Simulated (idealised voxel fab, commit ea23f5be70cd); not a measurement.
Module name: voxel wiring stack (process module)
Cross-section cut spans 205 nm and uses square cells 5 nm in size.
In this document a cross-section is written as a grid of square cells. It is given as a series of bands, listed from the top down, and a band is one or more rows of cells.
In this notation a band is specified by the heights of its top and bottom, in that order and in nm, after which its materials appear from left to right, each paired with its width in nm. The word "all across" attached to a single material means that material fills the band from edge to edge; the word "empty" stands for empty space.
Heights from 0 (as-received wafer is one material below). Bottom band endless downward, as "0 -> down".
When a width is written as two numbers, as in "30->40", the first number is the width in the top row of cells of the band and the second is the width in its bottom row, and the width changes by the same amount from each row to the next.
Take "same as before" at face value: in the step it is given for, the cross-section changed in none of its cells.
"Voids, enclosed" lists enclosed empty spaces (at least 8 cells, no open path upward to the top), each as width x height at distance from the left edge, in nm.
Post-settings text on a step line: simulator's own remark regarding the step.
"overlay nm" on a masked step: distance the mask lay right of its planned place, negative for left.
Every pair from here on: before one process step, after it. The after cross-section reaches only to the lowest band that changed. Below the pair: the step in between and its settings. Pairs can belong to different runs of this module on the same starting wafer; a pair carries on from the pair above only if the entry headed "State on entry" says so.
## State on entry
* 75 -> 70 | 65 nm TiN | 20 nm empty | 30 nm TiN | 20 nm empty | 70 nm TiN
* 70 -> 60 | 60 nm lowk | 5 nm TiN | 20 nm empty | 5 nm TiN | 20 nm lowk | 5 nm TiN | 20 nm empty | 5 nm TiN | 65 nm lowk
* 60 -> 55 | 60 nm lowk | 5 nm TiN | 5 nm empty | 20 nm TiN | 20 nm lowk | 5 nm TiN | 5 nm empty | 20 nm TiN | 65 nm lowk
* 55 -> 40 | 60 nm lowk | 5 nm TiN | 5 nm empty | 5 nm TiN | 35 nm lowk | 5 nm TiN | 5 nm empty | 5 nm TiN | 80 nm lowk
* 40 -> 35 | 60 nm SiCN | 15 nm TiN | 35 nm SiCN | 15 nm TiN | 80 nm SiCN
* 35 -> 30 | SiO2 all across
* 30 -> 10 | 60 nm SiO2 | 30 nm W | 20 nm SiO2 | 30 nm W | 65 nm SiO2
* 10 -> 0 | SiO2 all across
* 0 -> down | Si all across
* Voids, enclosed: none
## Cut View, Post-Step
* 80 -> 75 | Ru all across
* 75 -> 70 | 65 nm TiN | 20 nm Ru | 30 nm TiN | 20 nm Ru | 70 nm TiN
* 70 -> 60 | 60 nm lowk | 5 nm TiN | 20 nm Ru | 5 nm TiN | 20 nm lowk | 5 nm TiN | 20 nm Ru | 5 nm TiN | 65 nm lowk
* 60 -> 55 | 60 nm lowk | 5 nm TiN | 5 nm Ru | 20 nm TiN | 20 nm lowk | 5 nm TiN | 5 nm Ru | 20 nm TiN | 65 nm lowk
* 55 -> 40 | 60 nm lowk | 5 nm TiN | 5 nm Ru | 5 nm TiN | 35 nm lowk | 5 nm TiN | 5 nm Ru | 5 nm TiN | 80 nm lowk
* Under 40: no change, same as before.
* Voids, enclosed: none
Here is the step that sits between the two cross-sections above: FILL_DEP: material Ru, thk nm 5
State on entry: look at the pair above, its after cross-section is where this step starts.
## Cut View, Post-Step
* 70 -> 60 | 60 nm lowk | 5 nm TiN | 20 nm Ru | 5 nm TiN | 20 nm lowk | 5 nm TiN | 20 nm Ru | 5 nm TiN | 65 nm lowk
* Under 60: no change, same as before.
* Voids, enclosed: none
Here is the step that sits between the two cross-sections above: CMP: height nm 70
State on entry: look at the pair above, its after cross-section is where this step starts.
## Cut View, Post-Step
* 75 -> 70 | SiCN all across
* Under 70: no change, same as before.
* Voids, enclosed: none
Here is the step that sits between the two cross-sections above: CONFORMAL_DEP: material SiCN, thk nm 5
State on entry: look at the pair above, its after cross-section is where this step starts.
## Cut View, Post-Step
* 100 -> 75 | SiO2 all across
* Under 75: no change, same as before.
* Voids, enclosed: none
Here is the step that sits between the two cross-sections above: DIRECTIONAL_DEP: material SiO2, thk nm 25
State on entry: look at the pair above, its after cross-section is where this step starts.
## Cut View, Post-Step
* 120 -> 100 | 60 nm resist | 15 nm empty | 35 nm resist | 15 nm empty | 80 nm resist
* Under 100: no change, same as before.
* Voids, enclosed: none
Here is the step that sits between the two cross-sections above: PATTERN: tone open, mask id METAL_3_HOLES, material resist, width nm 15, pitch nm 50, thk nm 20, overlay nm 0
State on entry: look at the pair above, its after cross-section is where this step starts.
## Cut View, Post-Step
* 120 -> 100 | 60 nm resist | 15 nm empty | 35 nm resist | 15 nm empty | 80 nm resist
* 100 -> 75 | 60 nm SiO2 | 15 nm empty | 35 nm SiO2 | 15 nm empty | 80 nm SiO2
* Under 75: no change, same as before.
* Voids, enclosed: none
Here is the step that sits between the two cross-sections above: DIRECTIONAL_ETCH: etch materials SiO2, depth nm 25
State on entry: look at the pair above, its after cross-section is where this step starts.
## Cut View, Post-Step
* 100 -> 75 | 60 nm SiO2 | 15 nm empty | 35 nm SiO2 | 15 nm empty | 80 nm SiO2
* Under 75: no change, same as before.
* Voids, enclosed: none
Here is the step that sits between the two cross-sections above: STRIP: etch materials resist
State on entry: look at the pair above, its after cross-section is where this step starts.
## Cut View, Post-Step
* 115 -> 100 | 60 nm aC | 15 nm empty | 35 nm aC | 15 nm empty | 80 nm aC
* 100 -> 90 | 60 nm SiO2 | 15 nm empty | 35 nm SiO2 | 15 nm empty | 80 nm SiO2
* 90 -> 75 | 60 nm SiO2 | 15 nm aC | 35 nm SiO2 | 15 nm aC | 80 nm SiO2
* Under 75: no change, same as before.
* Voids, enclosed: none
Here is the step that sits between the two cross-sections above: DIRECTIONAL_DEP: material aC, thk nm 15
State on entry: look at the pair above, its after cross-section is where this step starts.
## Cut View, Post-Step
* 150 -> 115 | 60 nm resist | 30 nm empty | 20 nm resist | 30 nm empty | 65 nm resist
* Under 115: no change, same as before.
* Voids, enclosed: none
Here is the step that sits between the two cross-sections above: PATTERN: tone open, mask id METAL_3, material resist, width nm 30, pitch nm 50, thk nm 35, overlay nm 0
State on entry: look at the pair above, its after cross-section is where this step starts.
## Cut View, Post-Step
* 135 -> 115 | 60 nm resist | 30 nm empty | 20 nm resist | 30 nm empty | 65 nm resist
* 115 -> 100 | 60 nm aC | 30 nm empty | 20 nm aC | 30 nm empty | 65 nm aC
* 100 -> 75 | 60 nm SiO2 | 15 nm empty | 35 nm SiO2 | 15 nm empty | 80 nm SiO2
* Under 75: no change, same as before.
* Voids, enclosed: none
Here is the step that sits between the two cross-sections above: DIRECTIONAL_ETCH: etch materials aC, depth nm 15
State on entry: look at the pair above, its after cross-section is where this step starts.
## Cut View, Post-Step
* 115 -> 100 | 60 nm aC | 30 nm empty | 20 nm aC | 30 nm empty | 65 nm aC
* Under 100: no change, same as before.
* Voids, enclosed: none
Here is the step that sits between the two cross-sections above: STRIP: etch materials resist
State on entry: look at the pair above, its after cross-section is where this step starts.
## Cut View, Post-Step
* 115 -> 100 | 60 nm aC | 30 nm empty | 20 nm aC | 30 nm empty | 65 nm aC
* 100 -> 85 | 60 nm SiO2 | 30 nm empty | 20 nm SiO2 | 30 nm empty | 65 nm SiO2
* Under 85: no change, same as before.
* Voids, enclosed: none
Here is the step that sits between the two cross-sections above: DIRECTIONAL_ETCH: etch materials SiO2, depth nm 15
State on entry: look at the pair above, its after cross-section is where this step starts.
## Cut View, Post-Step
* 115 -> 100 | 60 nm aC | 30 nm empty | 20 nm aC | 30 nm empty | 65 nm aC
* 100 -> 85 | 60 nm SiO2 | 30 nm empty | 20 nm SiO2 | 30 nm empty | 65 nm SiO2
* 85 -> 75 | 60 nm SiO2 | 15 nm empty | 35 nm SiO2 | 15 nm empty | 80 nm SiO2
* 75 -> 70 | 60 nm SiCN | 15 nm empty | 35 nm SiCN | 15 nm empty | 80 nm SiCN
* Under 70: no change, same as before.
* Voids, enclosed: none
Here is the step that sits between the two cross-sections above: DIRECTIONAL_ETCH: etch materials SiCN, depth nm 5
State on entry: look at the pair above, its after cross-section is where this step starts.
## Cut View, Post-Step
* 100 -> 85 | 60 nm SiO2 | 30 nm empty | 20 nm SiO2 | 30 nm empty | 65 nm SiO2
* Under 85: no change, same as before.
* Voids, enclosed: none
Here is the step that sits between the two cross-sections above: STRIP: etch materials aC
State on entry: look at the pair above, its after cross-section is where this step starts.
## Cut View, Post-Step
* 105 -> 100 | 65 nm TiN | 20 nm empty | 30 nm TiN | 20 nm empty | 70 nm TiN
* 100 -> 90 | 60 nm SiO2 | 5 nm TiN | 20 nm empty | 5 nm TiN | 20 nm SiO2 | 5 nm TiN | 20 nm empty | 5 nm TiN | 65 nm SiO2
* 90 -> 85 | 60 nm SiO2 | 5 nm TiN | 5 nm empty | 20 nm TiN | 20 nm SiO2 | 5 nm TiN | 5 nm empty | 20 nm TiN | 65 nm SiO2
* 85 -> 75 | 60 nm SiO2 | 5 nm TiN | 5 nm empty | 5 nm TiN | 35 nm SiO2 | 5 nm TiN | 5 nm empty | 5 nm TiN | 80 nm SiO2
* 75 -> 70 | 60 nm SiCN | 15 nm TiN | 35 nm SiCN | 15 nm TiN | 80 nm SiCN
* Under 70: no change, same as before.
* Voids, enclosed: none
Here is the step that sits between the two cross-sections above: CONFORMAL_DEP: material TiN, thk nm 5
State on entry: look at the pair above, its after cross-section is where this step starts.
## Cut View, Post-Step
* 115 -> 105 | Cu all across
* 105 -> 100 | 65 nm TiN | 20 nm Cu | 30 nm TiN | 20 nm Cu | 70 nm TiN
* 100 -> 90 | 60 nm SiO2 | 5 nm TiN | 20 nm Cu | 5 nm TiN | 20 nm SiO2 | 5 nm TiN | 20 nm Cu | 5 nm TiN | 65 nm SiO2
* 90 -> 85 | 60 nm SiO2 | 5 nm TiN | 5 nm Cu | 20 nm TiN | 20 nm SiO2 | 5 nm TiN | 5 nm Cu | 20 nm TiN | 65 nm SiO2
* 85 -> 75 | 60 nm SiO2 | 5 nm TiN | 5 nm Cu | 5 nm TiN | 35 nm SiO2 | 5 nm TiN | 5 nm Cu | 5 nm TiN | 80 nm SiO2
* Under 75: no change, same as before.
* Voids, enclosed: none
Here is the step that sits between the two cross-sections above: FILL_DEP: material Cu, thk nm 10
State on entry: look at the pair above, its after cross-section is where this step starts.
## Cut View, Post-Step
* 100 -> 90 | 60 nm SiO2 | 5 nm TiN | 20 nm Cu | 5 nm TiN | 20 nm SiO2 | 5 nm TiN | 20 nm Cu | 5 nm TiN | 65 nm SiO2
* Under 90: no change, same as before.
* Voids, enclosed: none
Here is the step that sits between the two cross-sections above: CMP: height nm 100
State on entry: look at the pair above, its after cross-section is where this step starts.
## Cut View, Post-Step
* 105 -> 100 | SiCN all across
* Under 100: no change, same as before.
* Voids, enclosed: none
Here is the step that sits between the two cross-sections above: CONFORMAL_DEP: material SiCN, thk nm 5
State on entry: look at the pair above, its after cross-section is where this step starts.
## Cut View, Post-Step
* 140 -> 105 | lowk all across
* Under 105: no change, same as before.
* Voids, enclosed: none
Here is the step that sits between the two cross-sections above: DIRECTIONAL_DEP: material lowk, thk nm 35
State on entry: look at the pair above, its after cross-section is where this step starts.
## Cut View, Post-Step
* 155 -> 140 | aC all across
* Under 140: no change, same as before.
* Voids, enclosed: none
Here is the step that sits between the two cross-sections above: DIRECTIONAL_DEP: material aC, thk nm 15
State on entry: look at the pair above, its after cross-section is where this step starts.
## Cut View, Post-Step
* 185 -> 155 | 60 nm resist | 30 nm empty | 20 nm resist | 30 nm empty | 65 nm resist
* Under 155: no change, same as before.
* Voids, enclosed: none
Here is the step that sits between the two cross-sections above: PATTERN: tone open, mask id METAL_4, material resist, width nm 30, pitch nm 50, thk nm 30, overlay nm 0
State on entry: look at the pair above, its after cross-section is where this step starts.
## Cut View, Post-Step
* 170 -> 155 | 60 nm resist | 30 nm empty | 20 nm resist | 30 nm empty | 65 nm resist
* 155 -> 140 | 60 nm aC | 30 nm empty | 20 nm aC | 30 nm empty | 65 nm aC
* Under 140: no change, same as before.
* Voids, enclosed: none
Here is the step that sits between the two cross-sections above: DIRECTIONAL_ETCH: etch materials aC, depth nm 15
State on entry: look at the pair above, its after cross-section is where this step starts.
## Cut View, Post-Step
* 155 -> 140 | 60 nm aC | 30 nm empty | 20 nm aC | 30 nm empty | 65 nm aC
* Under 140: no change, same as before.
* Voids, enclosed: none
Here is the step that sits between the two cross-sections above: STRIP: etch materials resist
State on entry: look at the pair above, its after cross-section is where this step starts.
## Cut View, Post-Step
* 155 -> 140 | 60 nm aC | 30 nm empty | 20 nm aC | 30 nm empty | 65 nm aC
* 140 -> 120 | 60 nm lowk | 30 nm empty | 20 nm lowk | 30 nm empty | 65 nm lowk
* Under 120: no change, same as before.
* Voids, enclosed: none
Here is the step that sits between the two cross-sections above: DIRECTIONAL_ETCH: etch materials lowk, depth nm 20
State on entry: look at the pair above, its after cross-section is where this step starts.
## Cut View, Post-Step
* 140 -> 120 | 60 nm lowk | 30 nm empty | 20 nm lowk | 30 nm empty | 65 nm lowk
* Under 120: no change, same as before.
* Voids, enclosed: none
Here is the step that sits between the two cross-sections above: STRIP: etch materials aC
State on entry: look at the pair above, its after cross-section is where this step starts.
## Cut View, Post-Step
* 160 -> 140 | 60 nm resist | 15 nm empty | 35 nm resist | 15 nm empty | 80 nm resist
* 140 -> 120 | 60 nm lowk | 15 nm empty | 15 nm resist | 20 nm lowk | 15 nm empty | 15 nm resist | 65 nm lowk
* Under 120: no change, same as before.
* Voids, enclosed: none
Here is the step that sits between the two cross-sections above: PATTERN: tone open, mask id METAL_4_HOLES, material resist, width nm 15, pitch nm 50, thk nm 20, overlay nm 0
State on entry: look at the pair above, its after cross-section is where this step starts.
## Cut View, Post-Step
* 160 -> 140 | 60 nm resist | 15 nm empty | 35 nm resist | 15 nm empty | 80 nm resist
* 140 -> 120 | 60 nm lowk | 15 nm empty | 15 nm resist | 20 nm lowk | 15 nm empty | 15 nm resist | 65 nm lowk
* 120 -> 105 | 60 nm lowk | 15 nm empty | 35 nm lowk | 15 nm empty | 80 nm lowk
* Under 105: no change, same as before.
* Voids, enclosed: none
Here is the step that sits between the two cross-sections above: DIRECTIONAL_ETCH: etch materials lowk, depth nm 15
State on entry: look at the pair above, its after cross-section is where this step starts.
## Cut View, Post-Step
* 160 -> 140 | 60 nm resist | 15 nm empty | 35 nm resist | 15 nm empty | 80 nm resist
* 140 -> 120 | 60 nm lowk | 15 nm empty | 15 nm resist | 20 nm lowk | 15 nm empty | 15 nm resist | 65 nm lowk
* 120 -> 105 | 60 nm lowk | 15 nm empty | 35 nm lowk | 15 nm empty | 80 nm lowk
* 105 -> 100 | 60 nm SiCN | 15 nm empty | 35 nm SiCN | 15 nm empty | 80 nm SiCN
* Under 100: no change, same as before.
* Voids, enclosed: none
Here is the step that sits between the two cross-sections above: DIRECTIONAL_ETCH: etch materials SiCN, depth nm 5
State on entry: look at the pair above, its after cross-section is where this step starts.
## Cut View, Post-Step
* 140 -> 120 | 60 nm lowk | 30 nm empty | 20 nm lowk | 30 nm empty | 65 nm lowk
* Under 120: no change, same as before.
* Voids, enclosed: none
Here is the step that sits between the two cross-sections above: STRIP: etch materials resist
State on entry: look at the pair above, its after cross-section is where this step starts.
## Cut View, Post-Step
* 145 -> 140 | 65 nm TiN | 20 nm empty | 30 nm TiN | 20 nm empty | 70 nm TiN
* 140 -> 125 | 60 nm lowk | 5 nm TiN | 20 nm empty | 5 nm TiN | 20 nm lowk | 5 nm TiN | 20 nm empty | 5 nm TiN | 65 nm lowk
* 125 -> 120 | 60 nm lowk | 5 nm TiN | 5 nm empty | 20 nm TiN | 20 nm lowk | 5 nm TiN | 5 nm empty | 20 nm TiN | 65 nm lowk
* 120 -> 105 | 60 nm lowk | 5 nm TiN | 5 nm empty | 5 nm TiN | 35 nm lowk | 5 nm TiN | 5 nm empty | 5 nm TiN | 80 nm lowk
* 105 -> 100 | 60 nm SiCN | 15 nm TiN | 35 nm SiCN | 15 nm TiN | 80 nm SiCN
* Under 100: no change, same as before.
* Voids, enclosed: none
Here is the step that sits between the two cross-sections above: CONFORMAL_DEP: material TiN, thk nm 5
State on entry: look at the pair above, its after cross-section is where this step starts.
## Cut View, Post-Step
* 150 -> 145 | Ru all across
* 145 -> 140 | 65 nm TiN | 20 nm Ru | 30 nm TiN | 20 nm Ru | 70 nm TiN
* 140 -> 125 | 60 nm lowk | 5 nm TiN | 20 nm Ru | 5 nm TiN | 20 nm lowk | 5 nm TiN | 20 nm Ru | 5 nm TiN | 65 nm lowk
* 125 -> 120 | 60 nm lowk | 5 nm TiN | 5 nm Ru | 20 nm TiN | 20 nm lowk | 5 nm TiN | 5 nm Ru | 20 nm TiN | 65 nm lowk
* 120 -> 105 | 60 nm lowk | 5 nm TiN | 5 nm Ru | 5 nm TiN | 35 nm lowk | 5 nm TiN | 5 nm Ru | 5 nm TiN | 80 nm lowk
* Under 105: no change, same as before.
* Voids, enclosed: none
Here is the step that sits between the two cross-sections above: FILL_DEP: material Ru, thk nm 5
State on entry: look at the pair above, its after cross-section is where this step starts.
## Cut View, Post-Step
* 140 -> 125 | 60 nm lowk | 5 nm TiN | 20 nm Ru | 5 nm TiN | 20 nm lowk | 5 nm TiN | 20 nm Ru | 5 nm TiN | 65 nm lowk
* Under 125: no change, same as before.
* Voids, enclosed: none
Here is the step that sits between the two cross-sections above: CMP: height nm 140
State on entry: look at the pair above, its after cross-section is where this step starts.
## Cut View, Post-Step
* 145 -> 140 | SiCN all across
* Under 140: no change, same as before.
* Voids, enclosed: none
Here is the step that sits between the two cross-sections above: CONFORMAL_DEP: material SiCN, thk nm 5
## State on entry
* 85 -> 70 | 60 nm resist | 30 nm empty | 20 nm resist | 30 nm empty | 65 nm resist
* 70 -> 55 | 60 nm lowk | 30 nm empty | 20 nm lowk | 30 nm empty | 65 nm lowk
* 55 -> 40 | 60 nm lowk | 15 nm empty | 35 nm lowk | 15 nm empty | 80 nm lowk
* 40 -> 35 | SiCN all across
* 35 -> 15 | 60 nm SiO2 | 30 nm W | 20 nm SiO2 | 30 nm W | 65 nm SiO2
* 15 -> 10 | 60 nm SiO2 | 30 nm TiN | 20 nm SiO2 | 30 nm TiN | 65 nm SiO2
* 10 -> 0 | SiO2 all across
* 0 -> down | Si all across
* Voids, enclosed: none
## Cut View, Post-Step
* 85 -> 70 | 60 nm resist | 30 nm empty | 20 nm resist | 30 nm empty | 65 nm resist
* 70 -> 40 | 60 nm lowk | 30 nm empty | 20 nm lowk | 30 nm empty | 65 nm lowk
* Under 40: no change, same as before.
* Voids, enclosed: none
Here is the step that sits between the two cross-sections above: DIRECTIONAL_ETCH: etch materials lowk, depth nm 15
State on entry: look at the pair above, its after cross-section is where this step starts.
## Cut View, Post-Step
* 85 -> 70 | 60 nm resist | 30 nm empty | 20 nm resist | 30 nm empty | 65 nm resist
* 70 -> 40 | 60 nm lowk | 30 nm empty | 20 nm lowk | 30 nm empty | 65 nm lowk
* 40 -> 35 | 60 nm SiCN | 30 nm empty | 20 nm SiCN | 30 nm empty | 65 nm SiCN
* Under 35: no change, same as before.
* Voids, enclosed: none
Here is the step that sits between the two cross-sections above: DIRECTIONAL_ETCH: etch materials SiCN, depth nm 5
State on entry: look at the pair above, its after cross-section is where this step starts.
## Cut View, Post-Step
* 70 -> 40 | 60 nm lowk | 30 nm empty | 20 nm lowk | 30 nm empty | 65 nm lowk
* Under 40: no change, same as before.
* Voids, enclosed: none
Here is the step that sits between the two cross-sections above: STRIP: etch materials resist
State on entry: look at the pair above, its after cross-section is where this step starts.
## Cut View, Post-Step
* 75 -> 70 | 65 nm TiN | 20 nm empty | 30 nm TiN | 20 nm empty | 70 nm TiN
* 70 -> 40 | 60 nm lowk | 5 nm TiN | 20 nm empty | 5 nm TiN | 20 nm lowk | 5 nm TiN | 20 nm empty | 5 nm TiN | 65 nm lowk
* 40 -> 35 | 60 nm SiCN | 30 nm TiN | 20 nm SiCN | 30 nm TiN | 65 nm SiCN
* Under 35: no change, same as before.
* Voids, enclosed: none
Here is the step that sits between the two cross-sections above: CONFORMAL_DEP: material TiN, thk nm 5
State on entry: look at the pair above, its after cross-section is where this step starts.
## Cut View, Post-Step
* 80 -> 75 | Ru all across
* 75 -> 70 | 65 nm TiN | 20 nm Ru | 30 nm TiN | 20 nm Ru | 70 nm TiN
* 70 -> 40 | 60 nm lowk | 5 nm TiN | 20 nm Ru | 5 nm TiN | 20 nm lowk | 5 nm TiN | 20 nm Ru | 5 nm TiN | 65 nm lowk
* Under 40: no change, same as before.
* Voids, enclosed: none
Here is the step that sits between the two cross-sections above: FILL_DEP: material Ru, thk nm 5
State on entry: look at the pair above, its after cross-section is where this step starts.
## Cut View, Post-Step
* 70 -> 40 | 60 nm lowk | 5 nm TiN | 20 nm Ru | 5 nm TiN | 20 nm lowk | 5 nm TiN | 20 nm Ru | 5 nm TiN | 65 nm lowk
* Under 40: no change, same as before.
* Voids, enclosed: none
Here is the step that sits between the two cross-sections above: CMP: height nm 70
State on entry: look at the pair above, its after cross-section is where this step starts.
## Cut View, Post-Step
* 75 -> 70 | SiCN all across
* Under 70: no change, same as before.
* Voids, enclosed: none
Here is the step that sits between the two cross-sections above: CONFORMAL_DEP: material SiCN, thk nm 5
State on entry: look at the pair above, its after cross-section is where this step starts.
## Cut View, Post-Step
* 100 -> 75 | SiO2 all across
* Under 75: no change, same as before.
* Voids, enclosed: none
Here is the step that sits between the two cross-sections above: DIRECTIONAL_DEP: material SiO2, thk nm 25
State on entry: look at the pair above, its after cross-section is where this step starts.
## Cut View, Post-Step
* 120 -> 100 | 60 nm resist | 15 nm empty | 35 nm resist | 15 nm empty | 80 nm resist
* Under 100: no change, same as before.
* Voids, enclosed: none
Here is the step that sits between the two cross-sections above: PATTERN: tone open, mask id METAL_3_HOLES, material resist, width nm 15, pitch nm 50, thk nm 20, overlay nm 0
State on entry: look at the pair above, its after cross-section is where this step starts.
## Cut View, Post-Step
* 120 -> 100 | 60 nm resist | 15 nm empty | 35 nm resist | 15 nm empty | 80 nm resist
* 100 -> 75 | 60 nm SiO2 | 15 nm empty | 35 nm SiO2 | 15 nm empty | 80 nm SiO2
* Under 75: no change, same as before.
* Voids, enclosed: none
Here is the step that sits between the two cross-sections above: DIRECTIONAL_ETCH: etch materials SiO2, depth nm 25
State on entry: look at the pair above, its after cross-section is where this step starts.
## Cut View, Post-Step
* 100 -> 75 | 60 nm SiO2 | 15 nm empty | 35 nm SiO2 | 15 nm empty | 80 nm SiO2
* Under 75: no change, same as before.
* Voids, enclosed: none
Here is the step that sits between the two cross-sections above: STRIP: etch materials resist
State on entry: look at the pair above, its after cross-section is where this step starts.
## Cut View, Post-Step
* 115 -> 100 | 60 nm aC | 15 nm empty | 35 nm aC | 15 nm empty | 80 nm aC
* 100 -> 90 | 60 nm SiO2 | 15 nm empty | 35 nm SiO2 | 15 nm empty | 80 nm SiO2
* 90 -> 75 | 60 nm SiO2 | 15 nm aC | 35 nm SiO2 | 15 nm aC | 80 nm SiO2
* Under 75: no change, same as before.
* Voids, enclosed: none
Here is the step that sits between the two cross-sections above: DIRECTIONAL_DEP: material aC, thk nm 15
State on entry: look at the pair above, its after cross-section is where this step starts.
## Cut View, Post-Step
* 150 -> 115 | 60 nm resist | 30 nm empty | 20 nm resist | 30 nm empty | 65 nm resist
* Under 115: no change, same as before.
* Voids, enclosed: none
Here is the step that sits between the two cross-sections above: PATTERN: tone open, mask id METAL_3, material resist, width nm 30, pitch nm 50, thk nm 35, overlay nm 0
State on entry: look at the pair above, its after cross-section is where this step starts.
## Cut View, Post-Step
* 135 -> 115 | 60 nm resist | 30 nm empty | 20 nm resist | 30 nm empty | 65 nm resist
* 115 -> 100 | 60 nm aC | 30 nm empty | 20 nm aC | 30 nm empty | 65 nm aC
* 100 -> 75 | 60 nm SiO2 | 15 nm empty | 35 nm SiO2 | 15 nm empty | 80 nm SiO2
* Under 75: no change, same as before.
* Voids, enclosed: none
Here is the step that sits between the two cross-sections above: DIRECTIONAL_ETCH: etch materials aC, depth nm 15
State on entry: look at the pair above, its after cross-section is where this step starts.
## Cut View, Post-Step
* 115 -> 100 | 60 nm aC | 30 nm empty | 20 nm aC | 30 nm empty | 65 nm aC
* Under 100: no change, same as before.
* Voids, enclosed: none
Here is the step that sits between the two cross-sections above: STRIP: etch materials resist
State on entry: look at the pair above, its after cross-section is where this step starts.
## Cut View, Post-Step
* 115 -> 100 | 60 nm aC | 30 nm empty | 20 nm aC | 30 nm empty | 65 nm aC
* 100 -> 85 | 60 nm SiO2 | 30 nm empty | 20 nm SiO2 | 30 nm empty | 65 nm SiO2
* Under 85: no change, same as before.
* Voids, enclosed: none
Here is the step that sits between the two cross-sections above: DIRECTIONAL_ETCH: etch materials SiO2, depth nm 15
State on entry: look at the pair above, its after cross-section is where this step starts.
## Cut View, Post-Step
* 115 -> 100 | 60 nm aC | 30 nm empty | 20 nm aC | 30 nm empty | 65 nm aC
* 100 -> 85 | 60 nm SiO2 | 30 nm empty | 20 nm SiO2 | 30 nm empty | 65 nm SiO2
* 85 -> 75 | 60 nm SiO2 | 15 nm empty | 35 nm SiO2 | 15 nm empty | 80 nm SiO2
* 75 -> 70 | 60 nm SiCN | 15 nm empty | 35 nm SiCN | 15 nm empty | 80 nm SiCN
* Under 70: no change, same as before.
* Voids, enclosed: none
Here is the step that sits between the two cross-sections above: DIRECTIONAL_ETCH: etch materials SiCN, depth nm 5
State on entry: look at the pair above, its after cross-section is where this step starts.
## Cut View, Post-Step
* 100 -> 85 | 60 nm SiO2 | 30 nm empty | 20 nm SiO2 | 30 nm empty | 65 nm SiO2
* Under 85: no change, same as before.
* Voids, enclosed: none
Here is the step that sits between the two cross-sections above: STRIP: etch materials aC
State on entry: look at the pair above, its after cross-section is where this step starts.
## Cut View, Post-Step
* 105 -> 100 | 65 nm TiN | 20 nm empty | 30 nm TiN | 20 nm empty | 70 nm TiN
* 100 -> 90 | 60 nm SiO2 | 5 nm TiN | 20 nm empty | 5 nm TiN | 20 nm SiO2 | 5 nm TiN | 20 nm empty | 5 nm TiN | 65 nm SiO2
* 90 -> 85 | 60 nm SiO2 | 5 nm TiN | 5 nm empty | 20 nm TiN | 20 nm SiO2 | 5 nm TiN | 5 nm empty | 20 nm TiN | 65 nm SiO2
* 85 -> 75 | 60 nm SiO2 | 5 nm TiN | 5 nm empty | 5 nm TiN | 35 nm SiO2 | 5 nm TiN | 5 nm empty | 5 nm TiN | 80 nm SiO2
* 75 -> 70 | 60 nm SiCN | 15 nm TiN | 35 nm SiCN | 15 nm TiN | 80 nm SiCN
* Under 70: no change, same as before.
* Voids, enclosed: none
Here is the step that sits between the two cross-sections above: CONFORMAL_DEP: material TiN, thk nm 5
State on entry: look at the pair above, its after cross-section is where this step starts.
## Cut View, Post-Step
* 115 -> 105 | Cu all across
* 105 -> 100 | 65 nm TiN | 20 nm Cu | 30 nm TiN | 20 nm Cu | 70 nm TiN
* 100 -> 90 | 60 nm SiO2 | 5 nm TiN | 20 nm Cu | 5 nm TiN | 20 nm SiO2 | 5 nm TiN | 20 nm Cu | 5 nm TiN | 65 nm SiO2
* 90 -> 85 | 60 nm SiO2 | 5 nm TiN | 5 nm Cu | 20 nm TiN | 20 nm SiO2 | 5 nm TiN | 5 nm Cu | 20 nm TiN | 65 nm SiO2
* 85 -> 75 | 60 nm SiO2 | 5 nm TiN | 5 nm Cu | 5 nm TiN | 35 nm SiO2 | 5 nm TiN | 5 nm Cu | 5 nm TiN | 80 nm SiO2
* Under 75: no change, same as before.
* Voids, enclosed: none
Here is the step that sits between the two cross-sections above: FILL_DEP: material Cu, thk nm 10
State on entry: look at the pair above, its after cross-section is where this step starts.
## Cut View, Post-Step
* 100 -> 90 | 60 nm SiO2 | 5 nm TiN | 20 nm Cu | 5 nm TiN | 20 nm SiO2 | 5 nm TiN | 20 nm Cu | 5 nm TiN | 65 nm SiO2
* Under 90: no change, same as before.
* Voids, enclosed: none
Here is the step that sits between the two cross-sections above: CMP: height nm 100
State on entry: look at the pair above, its after cross-section is where this step starts.
## Cut View, Post-Step
* 105 -> 100 | SiCN all across
* Under 100: no change, same as before.
* Voids, enclosed: none
Here is the step that sits between the two cross-sections above: CONFORMAL_DEP: material SiCN, thk nm 5
State on entry: look at the pair above, its after cross-section is where this step starts.
## Cut View, Post-Step
* 140 -> 105 | lowk all across
* Under 105: no change, same as before.
* Voids, enclosed: none
Here is the step that sits between the two cross-sections above: DIRECTIONAL_DEP: material lowk, thk nm 35
State on entry: look at the pair above, its after cross-section is where this step starts.
## Cut View, Post-Step
* 155 -> 140 | aC all across
* Under 140: no change, same as before.
* Voids, enclosed: none
Here is the step that sits between the two cross-sections above: DIRECTIONAL_DEP: material aC, thk nm 15
State on entry: look at the pair above, its after cross-section is where this step starts.
## Cut View, Post-Step
* 185 -> 155 | 60 nm resist | 30 nm empty | 20 nm resist | 30 nm empty | 65 nm resist
* Under 155: no change, same as before.
* Voids, enclosed: none
Here is the step that sits between the two cross-sections above: PATTERN: tone open, mask id METAL_4, material resist, width nm 30, pitch nm 50, thk nm 30, overlay nm 0
State on entry: look at the pair above, its after cross-section is where this step starts.
## Cut View, Post-Step
* 170 -> 155 | 60 nm resist | 30 nm empty | 20 nm resist | 30 nm empty | 65 nm resist
* 155 -> 140 | 60 nm aC | 30 nm empty | 20 nm aC | 30 nm empty | 65 nm aC
* Under 140: no change, same as before.
* Voids, enclosed: none
Here is the step that sits between the two cross-sections above: DIRECTIONAL_ETCH: etch materials aC, depth nm 15
State on entry: look at the pair above, its after cross-section is where this step starts.
## Cut View, Post-Step
* 155 -> 140 | 60 nm aC | 30 nm empty | 20 nm aC | 30 nm empty | 65 nm aC
* Under 140: no change, same as before.
* Voids, enclosed: none
Here is the step that sits between the two cross-sections above: STRIP: etch materials resist
State on entry: look at the pair above, its after cross-section is where this step starts.
## Cut View, Post-Step
* 155 -> 140 | 60 nm aC | 30 nm empty | 20 nm aC | 30 nm empty | 65 nm aC
* 140 -> 120 | 60 nm lowk | 30 nm empty | 20 nm lowk | 30 nm empty | 65 nm lowk
* Under 120: no change, same as before.
* Voids, enclosed: none
Here is the step that sits between the two cross-sections above: DIRECTIONAL_ETCH: etch materials lowk, depth nm 20
State on entry: look at the pair above, its after cross-section is where this step starts.
## Cut View, Post-Step
* 140 -> 120 | 60 nm lowk | 30 nm empty | 20 nm lowk | 30 nm empty | 65 nm lowk
* Under 120: no change, same as before.
* Voids, enclosed: none
Here is the step that sits between the two cross-sections above: STRIP: etch materials aC
